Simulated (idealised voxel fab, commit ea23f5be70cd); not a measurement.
Process module in this document: voxel self aligned contacts
This is section cut - it's 265 nm across, gridded in 5 nm square cells.
This document writes a cross-section as a grid whose cells are square, and gives it as bands, listed from the top down; one or more rows of cells form a band.
A band entry consists of two parts. The first gives the height of the band's top and the height of its bottom, in nm. The rest lists the band's materials from left to right, each with its width in nm. A single material labelled with the word "full width" fills the band from edge to edge, and the word "blank" marks empty space.
Below 0: as-received wafer, all one material; heights counted from there. Lowest band: no bottom, goes on down, written "0 nm and below".
A two-number width, for instance "30->40", indicates that the width is equal to the first number in the top row of the band and to the second number in the bottom row, and that it changes by a constant amount per row of cells.
"no alteration" after a step means that no cell of the cross-section changed.
"Enclosed voids" - sealed voids, min. 8 cells, no opening to top; format: width x height at distance (distance from left edge; nm throughout).
Past the settings on a step's line: simulator remark, on that step.
overlay nm: right-of-plan distance of the mask on a masked step; negative values mean left-of-plan.
Here's what the planned process steps look like
1,RECEIVE,material Si
2,CONFORMAL_DEP,material SiO2,thk nm 5
3,DIRECTIONAL_DEP,material polySi,thk nm 25
4,DIRECTIONAL_DEP,material SiN,thk nm 20
5,PATTERN,tone cover,mask id GATE,material resist,width nm 30,pitch nm 70,thk nm 20,overlay nm 0
6,DIRECTIONAL_ETCH,etch materials SiN,depth nm 20
7,DIRECTIONAL_ETCH,etch materials polySi,depth nm 25
8,STRIP,etch materials resist
9,CONFORMAL_DEP,material SiN,thk nm 10
10,DIRECTIONAL_ETCH,etch materials SiN,depth nm 10
11,FILL_DEP,material SiO2,thk nm 15
12,CMP,height nm 60
13,MASKED_ETCH,tone open,mask id CONTACT,width nm 50,pitch nm 70,etch materials SiO2,depth nm 60,overlay nm 0
14,CONFORMAL_DEP,material TiN,thk nm 5
15,FILL_DEP,material Ru,thk nm 10
16,CMP,height nm 60
17,CONFORMAL_DEP,material SiN,thk nm 5
Below: the first of two wafers, run as planned
As received (post step 1): cross-section
0 nm and below | Si full width
Enclosed voids: none
After step 2: wafer cross-section
5 nm to 0 nm | SiO2 full width
No changes below 0.
After step 3: wafer cross-section
30 nm to 5 nm | polySi full width
No changes below 5.
After step 4: wafer cross-section
50 nm to 30 nm | SiN full width
No changes below 30.
After step 5: wafer cross-section
70 nm to 50 nm | blank 45, then resist 30, then blank 40, then resist 30, then blank 40, then resist 30, then blank 50
No changes below 50.
After step 6: wafer cross-section
70 nm to 50 nm | blank 45, then resist 30, then blank 40, then resist 30, then blank 40, then resist 30, then blank 50
50 nm to 30 nm | blank 45, then SiN 30, then blank 40, then SiN 30, then blank 40, then SiN 30, then blank 50
No changes below 30.
After step 7: wafer cross-section
70 nm to 50 nm | blank 45, then resist 30, then blank 40, then resist 30, then blank 40, then resist 30, then blank 50
50 nm to 30 nm | blank 45, then SiN 30, then blank 40, then SiN 30, then blank 40, then SiN 30, then blank 50
30 nm to 5 nm | blank 45, then polySi 30, then blank 40, then polySi 30, then blank 40, then polySi 30, then blank 50
No changes below 5.
After step 8: wafer cross-section
50 nm to 30 nm | blank 45, then SiN 30, then blank 40, then SiN 30, then blank 40, then SiN 30, then blank 50
No changes below 30.
After step 9: wafer cross-section
60 nm to 30 nm | blank 35, then SiN 50, then blank 20, then SiN 50, then blank 20, then SiN 50, then blank 40
30 nm to 15 nm | blank 35, then SiN 10, then polySi 30, then SiN 10, then blank 20, then SiN 10, then polySi 30, then SiN 10, then blank 20, then SiN 10, then polySi 30, then SiN 10, then blank 40
15 nm to 5 nm | SiN 45, then polySi 30, then SiN 40, then polySi 30, then SiN 40, then polySi 30, then SiN 50
No changes below 5.
After step 10: wafer cross-section
50 nm to 30 nm | blank 35, then SiN 50, then blank 20, then SiN 50, then blank 20, then SiN 50, then blank 40
30 nm to 5 nm | blank 35, then SiN 10, then polySi 30, then SiN 10, then blank 20, then SiN 10, then polySi 30, then SiN 10, then blank 20, then SiN 10, then polySi 30, then SiN 10, then blank 40
No changes below 5.
After step 11: wafer cross-section
65 nm to 50 nm | SiO2 full width
50 nm to 30 nm | SiO2 35, then SiN 50, then SiO2 20, then SiN 50, then SiO2 20, then SiN 50, then SiO2 40
30 nm to 5 nm | SiO2 35, then SiN 10, then polySi 30, then SiN 10, then SiO2 20, then SiN 10, then polySi 30, then SiN 10, then SiO2 20, then SiN 10, then polySi 30, then SiN 10, then SiO2 40
No changes below 5.
After step 12: wafer cross-section
60 nm to 50 nm | SiO2 full width
No changes below 50.
After step 13: wafer cross-section
60 nm to 50 nm | SiO2 70, then blank 50, then SiO2 20, then blank 50, then SiO2 75
50 nm to 30 nm | SiO2 35, then SiN 50, then blank 20, then SiN 50, then blank 20, then SiN 50, then SiO2 40
30 nm to 5 nm | SiO2 35, then SiN 10, then polySi 30, then SiN 10, then blank 20, then SiN 10, then polySi 30, then SiN 10, then blank 20, then SiN 10, then polySi 30, then SiN 10, then SiO2 40
5 nm to 0 nm | SiO2 85, then blank 20, then SiO2 50, then blank 20, then SiO2 90
No changes below 0.
After step 14: wafer cross-section
65 nm to 60 nm | TiN 75, then blank 40, then TiN 30, then blank 40, then TiN 80
60 nm to 50 nm | SiO2 70, then TiN 5->20, then blank 40->10, then TiN 5->20, then SiO2 20, then TiN 5->20, then blank 40->10, then TiN 5->20, then SiO2 75
50 nm to 30 nm | SiO2 35, then SiN 50, then TiN 5, then blank 10, then TiN 5, then SiN 50, then TiN 5, then blank 10, then TiN 5, then SiN 50, then SiO2 40
30 nm to 5 nm | SiO2 35, then SiN 10, then polySi 30, then SiN 10, then TiN 5, then blank 10, then TiN 5, then SiN 10, then polySi 30, then SiN 10, then TiN 5, then blank 10, then TiN 5, then SiN 10, then polySi 30, then SiN 10, then SiO2 40
5 nm to 0 nm | SiO2 85, then TiN 20, then SiO2 50, then TiN 20, then SiO2 90
No changes below 0.
After step 15: wafer cross-section
75 nm to 65 nm | Ru full width
65 nm to 60 nm | TiN 75, then Ru 40, then TiN 30, then Ru 40, then TiN 80
60 nm to 50 nm | SiO2 70, then TiN 5->20, then Ru 40->10, then TiN 5->20, then SiO2 20, then TiN 5->20, then Ru 40->10, then TiN 5->20, then SiO2 75
50 nm to 30 nm | SiO2 35, then SiN 50, then TiN 5, then Ru 10, then TiN 5, then SiN 50, then TiN 5, then Ru 10, then TiN 5, then SiN 50, then SiO2 40
30 nm to 5 nm | SiO2 35, then SiN 10, then polySi 30, then SiN 10, then TiN 5, then Ru 10, then TiN 5, then SiN 10, then polySi 30, then SiN 10, then TiN 5, then Ru 10, then TiN 5, then SiN 10, then polySi 30, then SiN 10, then SiO2 40
No changes below 5.
After step 16: wafer cross-section
60 nm to 50 nm | SiO2 70, then TiN 5->20, then Ru 40->10, then TiN 5->20, then SiO2 20, then TiN 5->20, then Ru 40->10, then TiN 5->20, then SiO2 75
No changes below 50.
After step 17: wafer cross-section
65 nm to 60 nm | SiN full width
No changes below 60.
Second wafer - shared start and plan with the first - one error in running - same as the first up to step 1 inclusive
X-section, second wafer, when step 2 was due to finish: no alteration
X-section, second wafer, when step 3 was due to finish
25 nm to 0 nm | polySi full width
No changes below 0.
X-section, second wafer, when step 4 was due to finish
45 nm to 25 nm | SiN full width
No changes below 25.
X-section, second wafer, when step 5 was due to finish
65 nm to 45 nm | blank 45, then resist 30, then blank 40, then resist 30, then blank 40, then resist 30, then blank 50
No changes below 45.
X-section, second wafer, when step 6 was due to finish
65 nm to 45 nm | blank 45, then resist 30, then blank 40, then resist 30, then blank 40, then resist 30, then blank 50
45 nm to 25 nm | blank 45, then SiN 30, then blank 40, then SiN 30, then blank 40, then SiN 30, then blank 50
No changes below 25.
X-section, second wafer, when step 7 was due to finish
65 nm to 45 nm | blank 45, then resist 30, then blank 40, then resist 30, then blank 40, then resist 30, then blank 50
45 nm to 25 nm | blank 45, then SiN 30, then blank 40, then SiN 30, then blank 40, then SiN 30, then blank 50
25 nm to 0 nm | blank 45, then polySi 30, then blank 40, then polySi 30, then blank 40, then polySi 30, then blank 50
No changes below 0.
X-section, second wafer, when step 8 was due to finish
45 nm to 25 nm | blank 45, then SiN 30, then blank 40, then SiN 30, then blank 40, then SiN 30, then blank 50
No changes below 25.
X-section, second wafer, when step 9 was due to finish
55 nm to 25 nm | blank 35, then SiN 50, then blank 20, then SiN 50, then blank 20, then SiN 50, then blank 40
25 nm to 10 nm | blank 35, then SiN 10, then polySi 30, then SiN 10, then blank 20, then SiN 10, then polySi 30, then SiN 10, then blank 20, then SiN 10, then polySi 30, then SiN 10, then blank 40
10 nm to 0 nm | SiN 45, then polySi 30, then SiN 40, then polySi 30, then SiN 40, then polySi 30, then SiN 50
No changes below 0.
X-section, second wafer, when step 10 was due to finish
45 nm to 25 nm | blank 35, then SiN 50, then blank 20, then SiN 50, then blank 20, then SiN 50, then blank 40
25 nm to 0 nm | blank 35, then SiN 10, then polySi 30, then SiN 10, then blank 20, then SiN 10, then polySi 30, then SiN 10, then blank 20, then SiN 10, then polySi 30, then SiN 10, then blank 40
No changes below 0.
X-section, second wafer, when step 11 was due to finish
60 nm to 45 nm | SiO2 full width
45 nm to 25 nm | SiO2 35, then SiN 50, then SiO2 20, then SiN 50, then SiO2 20, then SiN 50, then SiO2 40
25 nm to 0 nm | SiO2 35, then SiN 10, then polySi 30, then SiN 10, then SiO2 20, then SiN 10, then polySi 30, then SiN 10, then SiO2 20, then SiN 10, then polySi 30, then SiN 10, then SiO2 40
No changes below 0.
X-section, second wafer, when step 12 was due to finish: no alteration
X-section, second wafer, when step 13 was due to finish
60 nm to 45 nm | SiO2 70, then blank 50, then SiO2 20, then blank 50, then SiO2 75
45 nm to 25 nm | SiO2 35, then SiN 50, then blank 20, then SiN 50, then blank 20, then SiN 50, then SiO2 40
25 nm to 0 nm | SiO2 35, then SiN 10, then polySi 30, then SiN 10, then blank 20, then SiN 10, then polySi 30, then SiN 10, then blank 20, then SiN 10, then polySi 30, then SiN 10, then SiO2 40
No changes below 0.
X-section, second wafer, when step 14 was due to finish
65 nm to 60 nm | TiN 75, then blank 40, then TiN 30, then blank 40, then TiN 80
60 nm to 50 nm | SiO2 70, then TiN 5, then blank 40, then TiN 5, then SiO2 20, then TiN 5, then blank 40, then TiN 5, then SiO2 75
50 nm to 45 nm | SiO2 70, then TiN 20, then blank 10, then TiN 20, then SiO2 20, then TiN 20, then blank 10, then TiN 20, then SiO2 75
45 nm to 25 nm | SiO2 35, then SiN 50, then TiN 5, then blank 10, then TiN 5, then SiN 50, then TiN 5, then blank 10, then TiN 5, then SiN 50, then SiO2 40
25 nm to 5 nm | SiO2 35, then SiN 10, then polySi 30, then SiN 10, then TiN 5, then blank 10, then TiN 5, then SiN 10, then polySi 30, then SiN 10, then TiN 5, then blank 10, then TiN 5, then SiN 10, then polySi 30, then SiN 10, then SiO2 40
5 nm to 0 nm | SiO2 35, then SiN 10, then polySi 30, then SiN 10, then TiN 20, then SiN 10, then polySi 30, then SiN 10, then TiN 20, then SiN 10, then polySi 30, then SiN 10, then SiO2 40
No changes below 0.
X-section, second wafer, when step 15 was due to finish
75 nm to 65 nm | Ru full width
65 nm to 60 nm | TiN 75, then Ru 40, then TiN 30, then Ru 40, then TiN 80
60 nm to 50 nm | SiO2 70, then TiN 5, then Ru 40, then TiN 5, then SiO2 20, then TiN 5, then Ru 40, then TiN 5, then SiO2 75
50 nm to 45 nm | SiO2 70, then TiN 20, then Ru 10, then TiN 20, then SiO2 20, then TiN 20, then Ru 10, then TiN 20, then SiO2 75
45 nm to 25 nm | SiO2 35, then SiN 50, then TiN 5, then Ru 10, then TiN 5, then SiN 50, then TiN 5, then Ru 10, then TiN 5, then SiN 50, then SiO2 40
25 nm to 5 nm | SiO2 35, then SiN 10, then polySi 30, then SiN 10, then TiN 5, then Ru 10, then TiN 5, then SiN 10, then polySi 30, then SiN 10, then TiN 5, then Ru 10, then TiN 5, then SiN 10, then polySi 30, then SiN 10, then SiO2 40
No changes below 5.
X-section, second wafer, when step 16 was due to finish
60 nm to 50 nm | SiO2 70, then TiN 5, then Ru 40, then TiN 5, then SiO2 20, then TiN 5, then Ru 40, then TiN 5, then SiO2 75
No changes below 50.
X-section, second wafer, when step 17 was due to finish
65 nm to 60 nm | SiN full width
No changes below 60.
Where did the run depart from the plan? no execution of plan step 2; skipped
Final wafer comparison in cells, second versus first, more or fewer per material: Ru: 12 more | SiO2: 12 fewer
